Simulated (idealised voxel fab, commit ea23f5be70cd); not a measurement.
The document below concerns the process module designated voxel self aligned vias.
Cross-section cut spans 255 nm and uses square cells 5 nm in size.
Notation: cross-section as square-cell grid; stated in bands, top first, going down; one or more cell rows per band.
Band: top and bottom heights (nm) first, top before bottom; then materials from left to right, widths in nm. "everywhere" marks a sole material filling the band edge to edge. "empty" denotes empty space.
It should be noted that heights are counted from 0, beneath which the wafer as supplied is of one material throughout, and that the lowest band possesses no lower boundary but continues downward, as written in "from 0 down".
The expression "30..40" gives the width at the extremes of the band, the first number at its top row of cells and the second at its bottom row, with the width changing by equal amounts from each row to the next in between.
What does "all unchanged" mean for a step? It means no cell of the cross-section changed in that step.
Any empty space of 8 cells or more lacking an open way to the top shows up in "Enclosed voids" as width x height at distance, distance from the left edge, in nm.
The remark found on a step's line after its settings is issued by the simulator itself and pertains to that step.
A step's line can hold "overlay nm"; with a mask on that step, the setting says how far right of the planned place the mask lay, while a negative setting says it lay to the left.

**plan**
- 1: RECEIVE, material Si
- 2: CONFORMAL_DEP, material SiO2, thk nm 10
- 3: CONFORMAL_DEP, material SiCN, thk nm 5
- 4: DIRECTIONAL_DEP, material SiO2, thk nm 20
- 5: DIRECTIONAL_DEP, material aC, thk nm 15
- 6: PATTERN, tone open, mask id LINES, material resist, width nm 30, pitch nm 55, thk nm 35, overlay nm 0
- 7: DIRECTIONAL_ETCH, etch materials aC, depth nm 15
- 8: STRIP, etch materials resist
- 9: DIRECTIONAL_ETCH, etch materials SiO2, depth nm 20
- 10: STRIP, etch materials aC
- 11: CONFORMAL_DEP, material TiN, thk nm 5
- 12: FILL_DEP, material Ru, thk nm 5
- 13: CMP, height nm 35
- 14: SELECTIVE_ETCH, etch materials W Ru TiN, depth nm 5
- 15: FILL_DEP, material SiN, thk nm 10
- 16: CMP, height nm 35
- 17: DIRECTIONAL_DEP, material SiO2, thk nm 20
- 18: PATTERN, tone open, mask id VIAS, material resist, width nm 40, pitch nm 110, thk nm 20, overlay nm 0
- 19: DIRECTIONAL_ETCH, etch materials SiO2, depth nm 20
- 20: DIRECTIONAL_ETCH, etch materials SiN, depth nm 5
- 21: STRIP, etch materials resist
- 22: CONFORMAL_DEP, material TiN, thk nm 5
- 23: FILL_DEP, material W, thk nm 5
- 24: CMP, height nm 55
- 25: CONFORMAL_DEP, material SiCN, thk nm 5

**Concerning the first of two wafers, which was run in accordance with the plan**

**Here's what the wafer looked like in cross-section when it arrived - that's after step 1**
	from 0 down  Si everywhere
	Enclosed voids: none

**After step 2: wafer cross-section**
	from 10 to 0  SiO2 everywhere
	Lower than 0, everything is as it was.

**After step 3: wafer cross-section**
	from 15 to 10  SiCN everywhere
	Lower than 10, everything is as it was.

**After step 4: wafer cross-section**
	from 35 to 15  SiO2 everywhere
	Lower than 15, everything is as it was.

**After step 5: wafer cross-section**
	from 50 to 35  aC everywhere
	Lower than 35, everything is as it was.

**After step 6: wafer cross-section**
	from 85 to 50  55 nm resist | 30 nm empty | 25 nm resist | 30 nm empty | 25 nm resist | 30 nm empty | 60 nm resist
	Lower than 50, everything is as it was.

**After step 7: wafer cross-section**
	from 70 to 50  55 nm resist | 30 nm empty | 25 nm resist | 30 nm empty | 25 nm resist | 30 nm empty | 60 nm resist
	from 50 to 35  55 nm aC | 30 nm empty | 25 nm aC | 30 nm empty | 25 nm aC | 30 nm empty | 60 nm aC
	Lower than 35, everything is as it was.

**After step 8: wafer cross-section**
	from 50 to 35  55 nm aC | 30 nm empty | 25 nm aC | 30 nm empty | 25 nm aC | 30 nm empty | 60 nm aC
	Lower than 35, everything is as it was.

**After step 9: wafer cross-section**
	from 50 to 35  55 nm aC | 30 nm empty | 25 nm aC | 30 nm empty | 25 nm aC | 30 nm empty | 60 nm aC
	from 35 to 15  55 nm SiO2 | 30 nm empty | 25 nm SiO2 | 30 nm empty | 25 nm SiO2 | 30 nm empty | 60 nm SiO2
	Lower than 15, everything is as it was.

**After step 10: wafer cross-section**
	from 35 to 15  55 nm SiO2 | 30 nm empty | 25 nm SiO2 | 30 nm empty | 25 nm SiO2 | 30 nm empty | 60 nm SiO2
	Lower than 15, everything is as it was.

**After step 11: wafer cross-section**
	from 40 to 35  60 nm TiN | 20 nm empty | 35 nm TiN | 20 nm empty | 35 nm TiN | 20 nm empty | 65 nm TiN
	from 35 to 20  55 nm SiO2 | 5 nm TiN | 20 nm empty | 5 nm TiN | 25 nm SiO2 | 5 nm TiN | 20 nm empty | 5 nm TiN | 25 nm SiO2 | 5 nm TiN | 20 nm empty | 5 nm TiN | 60 nm SiO2
	from 20 to 15  55 nm SiO2 | 30 nm TiN | 25 nm SiO2 | 30 nm TiN | 25 nm SiO2 | 30 nm TiN | 60 nm SiO2
	Lower than 15, everything is as it was.

**After step 12: wafer cross-section**
	from 45 to 40  Ru everywhere
	from 40 to 35  60 nm TiN | 20 nm Ru | 35 nm TiN | 20 nm Ru | 35 nm TiN | 20 nm Ru | 65 nm TiN
	from 35 to 20  55 nm SiO2 | 5 nm TiN | 20 nm Ru | 5 nm TiN | 25 nm SiO2 | 5 nm TiN | 20 nm Ru | 5 nm TiN | 25 nm SiO2 | 5 nm TiN | 20 nm Ru | 5 nm TiN | 60 nm SiO2
	Lower than 20, everything is as it was.

**After step 13: wafer cross-section**
	from 35 to 20  55 nm SiO2 | 5 nm TiN | 20 nm Ru | 5 nm TiN | 25 nm SiO2 | 5 nm TiN | 20 nm Ru | 5 nm TiN | 25 nm SiO2 | 5 nm TiN | 20 nm Ru | 5 nm TiN | 60 nm SiO2
	Lower than 20, everything is as it was.

**After step 14: wafer cross-section**
	from 35 to 30  55 nm SiO2 | 30 nm empty | 25 nm SiO2 | 30 nm empty | 25 nm SiO2 | 30 nm empty | 60 nm SiO2
	Lower than 30, everything is as it was.

**After step 15: wafer cross-section**
	from 45 to 35  SiN everywhere
	from 35 to 30  55 nm SiO2 | 30 nm SiN | 25 nm SiO2 | 30 nm SiN | 25 nm SiO2 | 30 nm SiN | 60 nm SiO2
	Lower than 30, everything is as it was.

**After step 16: wafer cross-section**
	from 35 to 30  55 nm SiO2 | 30 nm SiN | 25 nm SiO2 | 30 nm SiN | 25 nm SiO2 | 30 nm SiN | 60 nm SiO2
	Lower than 30, everything is as it was.

**After step 17: wafer cross-section**
	from 55 to 35  SiO2 everywhere
	Lower than 35, everything is as it was.

**After step 18: wafer cross-section**
	from 75 to 55  50 nm resist | 40 nm empty | 70 nm resist | 40 nm empty | 55 nm resist
	Lower than 55, everything is as it was.

**After step 19: wafer cross-section**
	from 75 to 55  50 nm resist | 40 nm empty | 70 nm resist | 40 nm empty | 55 nm resist
	from 55 to 35  50 nm SiO2 | 40 nm empty | 70 nm SiO2 | 40 nm empty | 55 nm SiO2
	Lower than 35, everything is as it was.

**After step 20: wafer cross-section**
	from 75 to 55  50 nm resist | 40 nm empty | 70 nm resist | 40 nm empty | 55 nm resist
	from 55 to 35  50 nm SiO2 | 40 nm empty | 70 nm SiO2 | 40 nm empty | 55 nm SiO2
	from 35 to 30  55 nm SiO2 | 30 nm empty | 25 nm SiO2 | 30 nm SiN | 25 nm SiO2 | 30 nm empty | 60 nm SiO2
	Lower than 30, everything is as it was.

**After step 21: wafer cross-section**
	from 55 to 35  50 nm SiO2 | 40 nm empty | 70 nm SiO2 | 40 nm empty | 55 nm SiO2
	Lower than 35, everything is as it was.

**After step 22: wafer cross-section**
	from 60 to 55  55 nm TiN | 30 nm empty | 80 nm TiN | 30 nm empty | 60 nm TiN
	from 55 to 40  50 nm SiO2 | 5 nm TiN | 30 nm empty | 5 nm TiN | 70 nm SiO2 | 5 nm TiN | 30 nm empty | 5 nm TiN | 55 nm SiO2
	from 40 to 35  50 nm SiO2 | 10 nm TiN | 20 nm empty | 10 nm TiN | 70 nm SiO2 | 10 nm TiN | 20 nm empty | 10 nm TiN | 55 nm SiO2
	from 35 to 30  55 nm SiO2 | 30 nm TiN | 25 nm SiO2 | 30 nm SiN | 25 nm SiO2 | 30 nm TiN | 60 nm SiO2
	Lower than 30, everything is as it was.

**After step 23: wafer cross-section**
	from 65 to 60  W everywhere
	from 60 to 55  55 nm TiN | 30 nm W | 80 nm TiN | 30 nm W | 60 nm TiN
	from 55 to 40  50 nm SiO2 | 5 nm TiN | 30 nm W | 5 nm TiN | 70 nm SiO2 | 5 nm TiN | 30 nm W | 5 nm TiN | 55 nm SiO2
	from 40 to 35  50 nm SiO2 | 10 nm TiN | 20 nm W | 10 nm TiN | 70 nm SiO2 | 10 nm TiN | 20 nm W | 10 nm TiN | 55 nm SiO2
	Lower than 35, everything is as it was.

**After step 24: wafer cross-section**
	from 55 to 40  50 nm SiO2 | 5 nm TiN | 30 nm W | 5 nm TiN | 70 nm SiO2 | 5 nm TiN | 30 nm W | 5 nm TiN | 55 nm SiO2
	Lower than 40, everything is as it was.

**After step 25: wafer cross-section**
	from 60 to 55  SiCN everywhere
	Lower than 55, everything is as it was.

**Wafer two of the pair: same origin, same plan, one error during the run; identical to wafer one up to and including step 17**

**Second wafer, cross-section, planned end of step 18**
	from 75 to 55  50 nm empty | 40 nm resist | 70 nm empty | 40 nm resist | 55 nm empty
	Lower than 55, everything is as it was.

**Second wafer, cross-section, planned end of step 19**
	from 75 to 55  50 nm empty | 40 nm resist | 70 nm empty | 40 nm resist | 55 nm empty
	from 55 to 35  50 nm empty | 40 nm SiO2 | 70 nm empty | 40 nm SiO2 | 55 nm empty
	Lower than 35, everything is as it was.

**Second wafer, cross-section, planned end of step 20**
	from 75 to 55  50 nm empty | 40 nm resist | 70 nm empty | 40 nm resist | 55 nm empty
	from 55 to 35  50 nm empty | 40 nm SiO2 | 70 nm empty | 40 nm SiO2 | 55 nm empty
	from 35 to 30  55 nm SiO2 | 30 nm SiN | 25 nm SiO2 | 30 nm empty | 25 nm SiO2 | 30 nm SiN | 60 nm SiO2
	Lower than 30, everything is as it was.

**Second wafer, cross-section, planned end of step 21**
	from 55 to 35  50 nm empty | 40 nm SiO2 | 70 nm empty | 40 nm SiO2 | 55 nm empty
	Lower than 35, everything is as it was.

**Second wafer, cross-section, planned end of step 22**
	from 60 to 55  45 nm empty | 50 nm TiN | 60 nm empty | 50 nm TiN | 50 nm empty
	from 55 to 40  45 nm empty | 5 nm TiN | 40 nm SiO2 | 5 nm TiN | 60 nm empty | 5 nm TiN | 40 nm SiO2 | 5 nm TiN | 50 nm empty
	from 40 to 35  50 nm TiN | 40 nm SiO2 | 25 nm TiN | 20 nm empty | 25 nm TiN | 40 nm SiO2 | 55 nm TiN
	from 35 to 30  55 nm SiO2 | 30 nm SiN | 25 nm SiO2 | 30 nm TiN | 25 nm SiO2 | 30 nm SiN | 60 nm SiO2
	Lower than 30, everything is as it was.

**Second wafer, cross-section, planned end of step 23**
	from 65 to 60  W everywhere
	from 60 to 55  45 nm W | 50 nm TiN | 60 nm W | 50 nm TiN | 50 nm W
	from 55 to 40  45 nm W | 5 nm TiN | 40 nm SiO2 | 5 nm TiN | 60 nm W | 5 nm TiN | 40 nm SiO2 | 5 nm TiN | 50 nm W
	from 40 to 35  50 nm TiN | 40 nm SiO2 | 25 nm TiN | 20 nm W | 25 nm TiN | 40 nm SiO2 | 55 nm TiN
	Lower than 35, everything is as it was.

**Second wafer, cross-section, planned end of step 24**
	from 55 to 40  45 nm W | 5 nm TiN | 40 nm SiO2 | 5 nm TiN | 60 nm W | 5 nm TiN | 40 nm SiO2 | 5 nm TiN | 50 nm W
	Lower than 40, everything is as it was.

**Second wafer, cross-section, planned end of step 25**
	from 60 to 55  SiCN everywhere
	Lower than 55, everything is as it was.
Heads up, the wafer didn't run the way we planned it: it should be noted that step 18 was executed with settings other than those planned, the operation and settings actually applied being PATTERN, tone cover, mask id VIAS, material resist, width nm 40, pitch nm 110, thk nm 20, overlay nm 0
Final difference in cells, second wafer against first, listed per material as more or fewer: +6 SiN | -76 SiO2 | +17 TiN | +53 W
